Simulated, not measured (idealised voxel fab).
Title: Process Module voxel wiring stack
The width of the displayed cross-section, cut, is 170 nm; its cells are square, with a size of 5 nm.
Cross-section, as written here: a square-cell grid given band by band from the top down, where a band holds one or more rows of cells. Basically the band line says how high the top is and how high the bottom is, in nm, and then what's in it from left to right, every material with its width in nm. Empty space shows up as "air", and if a single material carries "everywhere" it runs the full band edge to edge. Heights are reckoned from 0. Under this level, the received wafer is all of one material. The bottommost band is open-ended downward, for example "0 -> down". Width "30->40": first value at the band's top row of cells, second value at its bottom row, equal change from row to row. "remained the same" -> step changed no cross-section cell. Empty spaces without an open route to the top, at least 8 cells in extent, make up the entry "Sealed void inventory"; each is given as width x height at distance, where the distance is measured from the left edge, and all are in nm. If you see something after the settings on a step's line, that's the simulator's own remark about that step. On any step carrying a mask, the "overlay nm" setting, if present on the step's line, tells how far right of its planned place the mask lay; negative values point to the left.

The planned process steps are enumerated hereunder
1,RECEIVE | material Si
2,CONFORMAL_DEP | material SiO2 | thk nm 15
3,DIRECTIONAL_DEP | material TiN | thk nm 5
4,DIRECTIONAL_DEP | material Ru | thk nm 15
5,PATTERN | tone cover | mask id METAL_1 | material resist | width nm 25 | pitch nm 40 | thk nm 15 | overlay nm 0
6,DIRECTIONAL_ETCH | etch materials Ru | depth nm 15
7,DIRECTIONAL_ETCH | etch materials TiN | depth nm 5
8,STRIP | etch materials resist
9,CONFORMAL_DEP | material SiCN | thk nm 5
10,FILL_DEP | material lowk | thk nm 10
11,CMP | height nm 35
12,CONFORMAL_DEP | material SiCN | thk nm 5
13,DIRECTIONAL_DEP | material lowk | thk nm 10
14,PATTERN | tone open | mask id PLUG_1 | material resist | width nm 15 | thk nm 20 | overlay nm 0
15,DIRECTIONAL_ETCH | etch materials lowk | depth nm 10
16,DIRECTIONAL_ETCH | etch materials SiCN | depth nm 5
17,STRIP | etch materials resist
18,CONFORMAL_DEP | material TiN | thk nm 5
19,FILL_DEP | material W | thk nm 10
20,CMP | height nm 50
21,DIRECTIONAL_DEP | material TiN | thk nm 5
22,DIRECTIONAL_DEP | material Ru | thk nm 25
23,DIRECTIONAL_DEP | material aC | thk nm 15
24,PATTERN | tone cover | mask id METAL_2 | material resist | width nm 25 | pitch nm 40 | thk nm 30 | overlay nm 0
25,DIRECTIONAL_ETCH | etch materials aC | depth nm 15
26,STRIP | etch materials resist
27,DIRECTIONAL_ETCH | etch materials Ru | depth nm 25
28,DIRECTIONAL_ETCH | etch materials TiN | depth nm 5
29,STRIP | etch materials aC
30,FILL_DEP | material lowk | thk nm 5
31,CMP | height nm 80
32,CONFORMAL_DEP | material SiCN | thk nm 5
33,DIRECTIONAL_DEP | material SiO2 | thk nm 25
34,PATTERN | tone open | mask id METAL_3_HOLES | material resist | width nm 15 | thk nm 15 | overlay nm 0
35,DIRECTIONAL_ETCH | etch materials SiO2 | depth nm 25
36,STRIP | etch materials resist
37,PATTERN | tone open | mask id METAL_3 | material resist | width nm 25 | pitch nm 40 | thk nm 15 | overlay nm 0
38,DIRECTIONAL_ETCH | etch materials SiO2 | depth nm 15
39,DIRECTIONAL_ETCH | etch materials SiCN | depth nm 5
40,STRIP | etch materials resist
41,CONFORMAL_DEP | material TiN | thk nm 5
42,FILL_DEP | material Cu | thk nm 10
43,CMP | height nm 110
44,CONFORMAL_DEP | material SiN | thk nm 5

This is the cross-section of the wafer as we received it, i.e. after step 1
0 -> down  Si everywhere
Sealed void inventory: none

Cross-section, first of two wafers, end of module, run as planned
115 -> 110  SiN everywhere
110 -> 100  SiO2 (50) | TiN (5) | Cu (15) | TiN (5) | SiO2 (15) | TiN (5) | Cu (15) | TiN (5) | SiO2 (55)
100 -> 95  SiO2 (50) | TiN (5) | Cu (5) | TiN (15) | SiO2 (15) | TiN (25) | SiO2 (55)
95 -> 85  SiO2 (50) | TiN (5) | Cu (5) | TiN (5) | SiO2 (105)
85 -> 80  SiCN (50) | TiN (15) | SiCN (105)
80 -> 55  lowk (50) | Ru (25) | lowk (15) | Ru (25) | lowk (55)
55 -> 50  lowk (50) | TiN (25) | lowk (15) | TiN (25) | lowk (55)
50 -> 40  lowk (50) | TiN (5) | W (5) | TiN (5) | lowk (105)
40 -> 35  SiCN (50) | TiN (15) | SiCN (105)
35 -> 20  lowk (45) | SiCN (5) | Ru (25) | SiCN (5) | lowk (5) | SiCN (5) | Ru (25) | SiCN (5) | lowk (50)
20 -> 15  SiCN (50) | TiN (25) | SiCN (15) | TiN (25) | SiCN (55)
15 -> 0  SiO2 everywhere
0 -> down  Si everywhere
Sealed void inventory: none

Wafer two (of two), end-of-module cross-section: start = wafer one, plan = wafer one, one run mistake
115 -> 110  SiN everywhere
110 -> 100  SiO2 (50) | TiN (5) | Cu (15) | TiN (5) | SiO2 (15) | TiN (5) | Cu (15) | TiN (5) | SiO2 (55)
100 -> 95  SiO2 (50) | TiN (5) | Cu (5) | TiN (15) | SiO2 (15) | TiN (25) | SiO2 (55)
95 -> 85  SiO2 (50) | TiN (5) | Cu (5) | TiN (5) | SiO2 (105)
85 -> 80  SiCN (50) | TiN (15) | SiCN (105)
80 -> 55  lowk (50) | Ru (25) | lowk (15) | Ru (25) | lowk (55)
55 -> 50  lowk (50) | TiN (25) | lowk (15) | TiN (25) | lowk (55)
50 -> 40  lowk (50) | TiN (5) | W (5) | TiN (5) | lowk (105)
40 -> 35  SiCN (50) | TiN (15) | SiCN (105)
35 -> 30  lowk (45) | SiCN (35) | lowk (5) | SiCN (35) | lowk (50)
30 -> 20  lowk (45) | SiCN (5) | Ru (25) | SiCN (5) | lowk (5) | SiCN (5) | Ru (25) | SiCN (5) | lowk (50)
20 -> 15  SiCN (50) | TiN (25) | SiCN (15) | TiN (25) | SiCN (55)
15 -> 0  SiO2 everywhere
0 -> down  Si everywhere
Sealed void inventory: none
The mistake made against the process plan was this: step 4 off recipe, ran as DIRECTIONAL_DEP | material Ru | thk nm 10
Per the end-of-run cell counts, the second wafer holds more or fewer of some materials than the first: Ru: 10 fewer; SiCN: 10 more
